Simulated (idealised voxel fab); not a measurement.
Process module, titled voxel transistor to metal
The figure presents cross-section cut, which has a width of 175 nm and is divided into square cells with an edge length of 5 nm.
Notation: cross-section as square-cell grid; stated in bands, top first, going down; one or more cell rows per band. The band entry comprises the height of the band's top followed by the height of its bottom, expressed in nm, and subsequently the band's materials from left to right, each stated together with its width in nm. Where a single material is marked with the word "full width", that material fills the band from edge to edge. The word "blank" represents empty space. The reference from which all heights are counted is 0, the level beneath which the as-received wafer is entirely one material; the lowest band, having no lower bound, proceeds downward and is written after the example "top 0, no bottom". Note: "30 to 40" means the width goes from the first number (top row of the band) to the second number (bottom row) in equal steps per row of cells. "left unchanged" for a step: no cell of the cross-section changed in that step. This entry, "Non-vented voids", enumerates those empty regions of no fewer than 8 cells that possess no open connection to the top. Each region is reported in the form width x height at distance, the distance being taken from the left edge, with all three quantities expressed in nm. On a step's line, text after the settings is the simulator commenting on that step. Each step line may optionally specify "overlay nm", which for a step with a mask gives the rightward distance between the mask's planned place and where it lay, a negative value indicating the leftward direction.
## The following list gives the planned process steps
step 1: RECEIVE with material Si
step 2: OXIDIZE with depth nm 5
step 3: CONFORMAL_DEP with material SiN, thk nm 10
step 4: DIRECTIONAL_DEP with material aC, thk nm 10
step 5: PATTERN with tone cover, mask id ACTIVE, material resist, width nm 105, thk nm 30, overlay nm 0
step 6: DIRECTIONAL_ETCH with etch materials aC, depth nm 10
step 7: STRIP with etch materials resist
step 8: DIRECTIONAL_ETCH with etch materials SiN, depth nm 10
step 9: DIRECTIONAL_ETCH with etch materials SiO2, depth nm 5
step 10: DIRECTIONAL_ETCH with etch materials Si, depth nm 25
step 11: STRIP with etch materials aC
step 12: FILL_DEP with material SiO2, thk nm 15
step 13: CMP with height nm 10
step 14: SELECTIVE_ETCH with etch materials SiO2, depth nm 5
step 15: STRIP with etch materials SiN
step 16: SELECTIVE_ETCH with etch materials SiO2, depth nm 5
step 17: OXIDIZE with depth nm 5
step 18: DIRECTIONAL_DEP with material polySi, thk nm 30
step 19: DIRECTIONAL_DEP with material SiCN, thk nm 15
step 20: PATTERN with tone cover, mask id GATE, material resist, width nm 15, thk nm 20, overlay nm 0
step 21: DIRECTIONAL_ETCH with etch materials SiCN, depth nm 25
step 22: DIRECTIONAL_ETCH with etch materials polySi, depth nm 40
step 23: STRIP with etch materials resist
step 24: CONFORMAL_DEP with material SiO2, thk nm 5
step 25: DIRECTIONAL_ETCH with etch materials SiO2, depth nm 5
step 26: CONFORMAL_DEP with material SiN, thk nm 10
step 27: DIRECTIONAL_ETCH with etch materials SiN, depth nm 10
step 28: DIRECTIONAL_ETCH with etch materials SiO2, depth nm 5
step 29: DIRECTIONAL_ETCH with etch materials Si, depth nm 15
step 30: EPI with material pSi, thk nm 20
step 31: FILL_DEP with material SiO2, thk nm 5
step 32: CMP with height nm 40
step 33: DIRECTIONAL_DEP with material SiO2, thk nm 15
step 34: PATTERN with tone open, mask id CONTACT, material resist, width nm 20, pitch nm 65, thk nm 20, overlay nm 0
step 35: DIRECTIONAL_ETCH with etch materials SiO2, depth nm 45
step 36: STRIP with etch materials resist
step 37: CONFORMAL_DEP with material TiN, thk nm 5
step 38: FILL_DEP with material Ru, thk nm 5
step 39: CMP with height nm 55
step 40: DIRECTIONAL_DEP with material TiN, thk nm 5
step 41: DIRECTIONAL_DEP with material Ru, thk nm 25
step 42: PATTERN with tone cover, mask id METAL_1, material resist, width nm 20, pitch nm 65, thk nm 20, overlay nm 0
step 43: DIRECTIONAL_ETCH with etch materials Ru, depth nm 25
step 44: DIRECTIONAL_ETCH with etch materials TiN, depth nm 5
step 45: STRIP with etch materials resist
step 46: FILL_DEP with material SiO2, thk nm 5
step 47: CMP with height nm 85
step 48: CONFORMAL_DEP with material SiN, thk nm 5
## The first wafer of two, processed as planned
## Cross-sectional view of the wafer in its as-received condition, corresponding to the state after step 1
- top 0, no bottom  Si full width
- Non-vented voids: none
## How the wafer stands in section after step 2
- top 0, bottom -5  SiO2 full width
- Lower than -5, everything is as it was.
## How the wafer stands in section after step 3
- top 10, bottom 0  SiN full width
- Lower than 0, everything is as it was.
## How the wafer stands in section after step 4
- top 20, bottom 10  aC full width
- Lower than 10, everything is as it was.
## How the wafer stands in section after step 5
- top 50, bottom 20  35 blank; 105 resist; 35 blank
- Lower than 20, everything is as it was.
## How the wafer stands in section after step 6
- top 40, bottom 20  35 blank; 105 resist; 35 blank
- top 20, bottom 10  35 blank; 105 aC; 35 blank
- Lower than 10, everything is as it was.
## How the wafer stands in section after step 7
- top 20, bottom 10  35 blank; 105 aC; 35 blank
- Lower than 10, everything is as it was.
## How the wafer stands in section after step 8
- top 20, bottom 10  35 blank; 105 aC; 35 blank
- top 10, bottom 0  35 blank; 105 SiN; 35 blank
- Lower than 0, everything is as it was.
## How the wafer stands in section after step 9
- top 20, bottom 10  35 blank; 105 aC; 35 blank
- top 10, bottom 0  35 blank; 105 SiN; 35 blank
- top 0, bottom -5  35 blank; 105 SiO2; 35 blank
- Lower than -5, everything is as it was.
## How the wafer stands in section after step 10
- top 20, bottom 10  35 blank; 105 aC; 35 blank
- top 10, bottom 0  35 blank; 105 SiN; 35 blank
- top 0, bottom -5  35 blank; 105 SiO2; 35 blank
- top -5, bottom -30  35 blank; 105 Si; 35 blank
- Lower than -30, everything is as it was.
## How the wafer stands in section after step 11
- top 10, bottom 0  35 blank; 105 SiN; 35 blank
- Lower than 0, everything is as it was.
## How the wafer stands in section after step 12
- top 25, bottom 10  SiO2 full width
- top 10, bottom 0  35 SiO2; 105 SiN; 35 SiO2
- top 0, bottom -5  SiO2 full width
- top -5, bottom -30  35 SiO2; 105 Si; 35 SiO2
- Lower than -30, everything is as it was.
## How the wafer stands in section after step 13
- top 10, bottom 0  35 SiO2; 105 SiN; 35 SiO2
- Lower than 0, everything is as it was.
## How the wafer stands in section after step 14
- top 10, bottom 5  35 blank; 105 SiN; 35 blank
- Lower than 5, everything is as it was.
## How the wafer stands in section after step 15
- top 5, bottom 0  35 SiO2; 105 blank; 35 SiO2
- Lower than 0, everything is as it was.
## How the wafer stands in section after step 16
- top 0, bottom -5  30 SiO2; 115 blank; 30 SiO2
- Lower than -5, everything is as it was.
## How the wafer stands in section after step 17
- top 0, bottom -5  30 SiO2; 115 blank; 30 SiO2
- top -5, bottom -10  SiO2 full width
- Lower than -10, everything is as it was.
## How the wafer stands in section after step 18
- top 30, bottom 25  30 polySi; 115 blank; 30 polySi
- top 25, bottom 0  polySi full width
- top 0, bottom -5  30 SiO2; 115 polySi; 30 SiO2
- Lower than -5, everything is as it was.
## How the wafer stands in section after step 19
- top 45, bottom 40  30 SiCN; 115 blank; 30 SiCN
- top 40, bottom 30  SiCN full width
- top 30, bottom 25  30 polySi; 115 SiCN; 30 polySi
- Lower than 25, everything is as it was.
## How the wafer stands in section after step 20
- top 65, bottom 45  80 blank; 15 resist; 80 blank
- top 45, bottom 40  30 SiCN; 50 blank; 15 resist; 50 blank; 30 SiCN
- Lower than 40, everything is as it was.
## How the wafer stands in section after step 21
- top 65, bottom 40  80 blank; 15 resist; 80 blank
- top 40, bottom 30  80 blank; 15 SiCN; 80 blank
- top 30, bottom 25  30 polySi; 50 blank; 15 SiCN; 50 blank; 30 polySi
- Lower than 25, everything is as it was.
## How the wafer stands in section after step 22
- top 65, bottom 40  80 blank; 15 resist; 80 blank
- top 40, bottom 25  80 blank; 15 SiCN; 80 blank
- top 25, bottom 0  80 blank; 15 polySi; 80 blank
- top 0, bottom -5  30 SiO2; 50 blank; 15 polySi; 50 blank; 30 SiO2
- Lower than -5, everything is as it was.
## How the wafer stands in section after step 23
- top 40, bottom 25  80 blank; 15 SiCN; 80 blank
- Lower than 25, everything is as it was.
## How the wafer stands in section after step 24
- top 45, bottom 40  75 blank; 25 SiO2; 75 blank
- top 40, bottom 25  75 blank; 5 SiO2; 15 SiCN; 5 SiO2; 75 blank
- top 25, bottom 5  75 blank; 5 SiO2; 15 polySi; 5 SiO2; 75 blank
- top 5, bottom 0  35 SiO2; 40 blank; 5 SiO2; 15 polySi; 5 SiO2; 40 blank; 35 SiO2
- top 0, bottom -5  80 SiO2; 15 polySi; 80 SiO2
- Lower than -5, everything is as it was.
## How the wafer stands in section after step 25
- top 40, bottom 25  75 blank; 5 SiO2; 15 SiCN; 5 SiO2; 75 blank
- top 25, bottom 0  75 blank; 5 SiO2; 15 polySi; 5 SiO2; 75 blank
- top 0, bottom -5  35 SiO2; 40 blank; 5 SiO2; 15 polySi; 5 SiO2; 40 blank; 35 SiO2
- Lower than -5, everything is as it was.
## How the wafer stands in section after step 26
- top 50, bottom 40  65 blank; 45 SiN; 65 blank
- top 40, bottom 25  65 blank; 10 SiN; 5 SiO2; 15 SiCN; 5 SiO2; 10 SiN; 65 blank
- top 25, bottom 10  65 blank; 10 SiN; 5 SiO2; 15 polySi; 5 SiO2; 10 SiN; 65 blank
- top 10, bottom 5  45 SiN; 20 blank; 10 SiN; 5 SiO2; 15 polySi; 5 SiO2; 10 SiN; 20 blank; 45 SiN
- top 5, bottom 0  75 SiN; 5 SiO2; 15 polySi; 5 SiO2; 75 SiN
- top 0, bottom -5  35 SiO2; 40 SiN; 5 SiO2; 15 polySi; 5 SiO2; 40 SiN; 35 SiO2
- Lower than -5, everything is as it was.
## How the wafer stands in section after step 27
- top 40, bottom 25  65 blank; 10 SiN; 5 SiO2; 15 SiCN; 5 SiO2; 10 SiN; 65 blank
- top 25, bottom 0  65 blank; 10 SiN; 5 SiO2; 15 polySi; 5 SiO2; 10 SiN; 65 blank
- top 0, bottom -5  35 SiO2; 10 SiN; 20 blank; 10 SiN; 5 SiO2; 15 polySi; 5 SiO2; 10 SiN; 20 blank; 10 SiN; 35 SiO2
- Lower than -5, everything is as it was.
## How the wafer stands in section after step 28
- top 40, bottom 35  65 blank; 10 SiN; 5 blank; 15 SiCN; 5 blank; 10 SiN; 65 blank
- top 35, bottom 25  65 blank; 10 SiN; 5 SiO2; 15 SiCN; 5 SiO2; 10 SiN; 65 blank
- top 25, bottom 0  65 blank; 10 SiN; 5 SiO2; 15 polySi; 5 SiO2; 10 SiN; 65 blank
- top 0, bottom -5  35 blank; 10 SiN; 20 blank; 10 SiN; 5 SiO2; 15 polySi; 5 SiO2; 10 SiN; 20 blank; 10 SiN; 35 blank
- top -5, bottom -10  45 SiO2; 20 blank; 45 SiO2; 20 blank; 45 SiO2
- Lower than -10, everything is as it was.
## How the wafer stands in section after step 29
- top 40, bottom 35  65 blank; 10 SiN; 5 blank; 15 SiCN; 5 blank; 10 SiN; 65 blank
- top 35, bottom 25  65 blank; 10 SiN; 5 SiO2; 15 SiCN; 5 SiO2; 10 SiN; 65 blank
- top 25, bottom 0  65 blank; 10 SiN; 5 SiO2; 15 polySi; 5 SiO2; 10 SiN; 65 blank
- top 0, bottom -5  35 blank; 10 SiN; 20 blank; 10 SiN; 5 SiO2; 15 polySi; 5 SiO2; 10 SiN; 20 blank; 10 SiN; 35 blank
- top -5, bottom -10  45 SiO2; 20 blank; 45 SiO2; 20 blank; 45 SiO2
- top -10, bottom -25  35 SiO2; 10 Si; 20 blank; 45 Si; 20 blank; 10 Si; 35 SiO2
- Lower than -25, everything is as it was.
## How the wafer stands in section after step 30
- top 40, bottom 35  65 blank; 10 SiN; 5 blank; 15 SiCN; 5 blank; 10 SiN; 65 blank
- top 35, bottom 25  65 blank; 10 SiN; 5 SiO2; 15 SiCN; 5 SiO2; 10 SiN; 65 blank
- top 25, bottom 10  65 blank; 10 SiN; 5 SiO2; 15 polySi; 5 SiO2; 10 SiN; 65 blank
- top 10, bottom 0  35 blank; 30 pSi; 10 SiN; 5 SiO2; 15 polySi; 5 SiO2; 10 SiN; 30 pSi; 35 blank
- top 0, bottom -5  35 blank; 10 SiN; 20 pSi; 10 SiN; 5 SiO2; 15 polySi; 5 SiO2; 10 SiN; 20 pSi; 10 SiN; 35 blank
- top -5, bottom -10  45 SiO2; 20 pSi; 45 SiO2; 20 pSi; 45 SiO2
- top -10, bottom -25  35 SiO2; 10 Si; 20 pSi; 45 Si; 20 pSi; 10 Si; 35 SiO2
- Lower than -25, everything is as it was.
## How the wafer stands in section after step 31
- top 45, bottom 40  SiO2 full width
- top 40, bottom 25  65 SiO2; 10 SiN; 5 SiO2; 15 SiCN; 5 SiO2; 10 SiN; 65 SiO2
- top 25, bottom 10  65 SiO2; 10 SiN; 5 SiO2; 15 polySi; 5 SiO2; 10 SiN; 65 SiO2
- top 10, bottom 0  35 SiO2; 30 pSi; 10 SiN; 5 SiO2; 15 polySi; 5 SiO2; 10 SiN; 30 pSi; 35 SiO2
- top 0, bottom -5  35 SiO2; 10 SiN; 20 pSi; 10 SiN; 5 SiO2; 15 polySi; 5 SiO2; 10 SiN; 20 pSi; 10 SiN; 35 SiO2
- Lower than -5, everything is as it was.
## How the wafer stands in section after step 32
- top 40, bottom 25  65 SiO2; 10 SiN; 5 SiO2; 15 SiCN; 5 SiO2; 10 SiN; 65 SiO2
- Lower than 25, everything is as it was.
## How the wafer stands in section after step 33
- top 55, bottom 40  SiO2 full width
- Lower than 40, everything is as it was.
## How the wafer stands in section after step 34
- top 75, bottom 55  45 resist; 20 blank; 45 resist; 20 blank; 45 resist
- Lower than 55, everything is as it was.
## How the wafer stands in section after step 35
- top 75, bottom 55  45 resist; 20 blank; 45 resist; 20 blank; 45 resist
- top 55, bottom 40  45 SiO2; 20 blank; 45 SiO2; 20 blank; 45 SiO2
- top 40, bottom 25  45 SiO2; 20 blank; 10 SiN; 5 SiO2; 15 SiCN; 5 SiO2; 10 SiN; 20 blank; 45 SiO2
- top 25, bottom 10  45 SiO2; 20 blank; 10 SiN; 5 SiO2; 15 polySi; 5 SiO2; 10 SiN; 20 blank; 45 SiO2
- Lower than 10, everything is as it was.
## How the wafer stands in section after step 36
- top 55, bottom 40  45 SiO2; 20 blank; 45 SiO2; 20 blank; 45 SiO2
- Lower than 40, everything is as it was.
## How the wafer stands in section after step 37
- top 60, bottom 55  50 TiN; 10 blank; 55 TiN; 10 blank; 50 TiN
- top 55, bottom 40  45 SiO2; 5 TiN; 10 blank; 5 TiN; 45 SiO2; 5 TiN; 10 blank; 5 TiN; 45 SiO2
- top 40, bottom 25  45 SiO2; 5 TiN; 10 blank; 5 TiN; 10 SiN; 5 SiO2; 15 SiCN; 5 SiO2; 10 SiN; 5 TiN; 10 blank; 5 TiN; 45 SiO2
- top 25, bottom 15  45 SiO2; 5 TiN; 10 blank; 5 TiN; 10 SiN; 5 SiO2; 15 polySi; 5 SiO2; 10 SiN; 5 TiN; 10 blank; 5 TiN; 45 SiO2
- top 15, bottom 10  45 SiO2; 20 TiN; 10 SiN; 5 SiO2; 15 polySi; 5 SiO2; 10 SiN; 20 TiN; 45 SiO2
- Lower than 10, everything is as it was.
## How the wafer stands in section after step 38
- top 65, bottom 60  Ru full width
- top 60, bottom 55  50 TiN; 10 Ru; 55 TiN; 10 Ru; 50 TiN
- top 55, bottom 40  45 SiO2; 5 TiN; 10 Ru; 5 TiN; 45 SiO2; 5 TiN; 10 Ru; 5 TiN; 45 SiO2
- top 40, bottom 25  45 SiO2; 5 TiN; 10 Ru; 5 TiN; 10 SiN; 5 SiO2; 15 SiCN; 5 SiO2; 10 SiN; 5 TiN; 10 Ru; 5 TiN; 45 SiO2
- top 25, bottom 15  45 SiO2; 5 TiN; 10 Ru; 5 TiN; 10 SiN; 5 SiO2; 15 polySi; 5 SiO2; 10 SiN; 5 TiN; 10 Ru; 5 TiN; 45 SiO2
- Lower than 15, everything is as it was.
## How the wafer stands in section after step 39
- top 55, bottom 40  45 SiO2; 5 TiN; 10 Ru; 5 TiN; 45 SiO2; 5 TiN; 10 Ru; 5 TiN; 45 SiO2
- Lower than 40, everything is as it was.
## How the wafer stands in section after step 40
- top 60, bottom 55  TiN full width
- Lower than 55, everything is as it was.
## How the wafer stands in section after step 41
- top 85, bottom 60  Ru full width
- Lower than 60, everything is as it was.
## How the wafer stands in section after step 42
- top 105, bottom 85  45 blank; 20 resist; 45 blank; 20 resist; 45 blank
- Lower than 85, everything is as it was.
## How the wafer stands in section after step 43
- top 105, bottom 85  45 blank; 20 resist; 45 blank; 20 resist; 45 blank
- top 85, bottom 60  45 blank; 20 Ru; 45 blank; 20 Ru; 45 blank
- Lower than 60, everything is as it was.
## How the wafer stands in section after step 44
- top 105, bottom 85  45 blank; 20 resist; 45 blank; 20 resist; 45 blank
- top 85, bottom 60  45 blank; 20 Ru; 45 blank; 20 Ru; 45 blank
- top 60, bottom 55  45 blank; 20 TiN; 45 blank; 20 TiN; 45 blank
- Lower than 55, everything is as it was.
## How the wafer stands in section after step 45
- top 85, bottom 60  45 blank; 20 Ru; 45 blank; 20 Ru; 45 blank
- Lower than 60, everything is as it was.
## How the wafer stands in section after step 46
- top 90, bottom 85  SiO2 full width
- top 85, bottom 60  45 SiO2; 20 Ru; 45 SiO2; 20 Ru; 45 SiO2
- top 60, bottom 55  45 SiO2; 20 TiN; 45 SiO2; 20 TiN; 45 SiO2
- Lower than 55, everything is as it was.
## How the wafer stands in section after step 47
- top 85, bottom 60  45 SiO2; 20 Ru; 45 SiO2; 20 Ru; 45 SiO2
- Lower than 60, everything is as it was.
## How the wafer stands in section after step 48
- top 90, bottom 85  SiN full width
- Lower than 85, everything is as it was.
## Here the second wafer is described. Its start and its plan were those of the first wafer. Its run contained one mistake. Up to and including step 39, it did exactly what the first wafer did
## Second wafer, cut view, end of step 40 per plan
- top 80, bottom 55  Ru full width
- Lower than 55, everything is as it was.
## Second wafer, cut view, end of step 41 per plan
- top 85, bottom 80  TiN full width
- Lower than 80, everything is as it was.
## Second wafer, cut view, end of step 42 per plan
- top 105, bottom 85  45 blank; 20 resist; 45 blank; 20 resist; 45 blank
- Lower than 85, everything is as it was.
Second wafer, cut view, end of step 43 per plan: left unchanged
## Second wafer, cut view, end of step 44 per plan
- top 105, bottom 85  45 blank; 20 resist; 45 blank; 20 resist; 45 blank
- top 85, bottom 80  45 blank; 20 TiN; 45 blank; 20 TiN; 45 blank
- Lower than 80, everything is as it was.
## Second wafer, cut view, end of step 45 per plan
- top 85, bottom 80  45 blank; 20 TiN; 45 blank; 20 TiN; 45 blank
- Lower than 80, everything is as it was.
## Second wafer, cut view, end of step 46 per plan
- top 90, bottom 85  SiO2 full width
- top 85, bottom 80  45 SiO2; 20 TiN; 45 SiO2; 20 TiN; 45 SiO2
- Lower than 80, everything is as it was.
## Second wafer, cut view, end of step 47 per plan
- top 85, bottom 80  45 SiO2; 20 TiN; 45 SiO2; 20 TiN; 45 SiO2
- Lower than 80, everything is as it was.
## Second wafer, cut view, end of step 48 per plan
- top 90, bottom 85  SiN full width
- Lower than 85, everything is as it was.
Deviation noted in wafer processing: steps 40 and 41 traded places in the executed sequence
Materials where the second wafer ends with more or fewer cells than the first: Ru +135, SiO2 -135
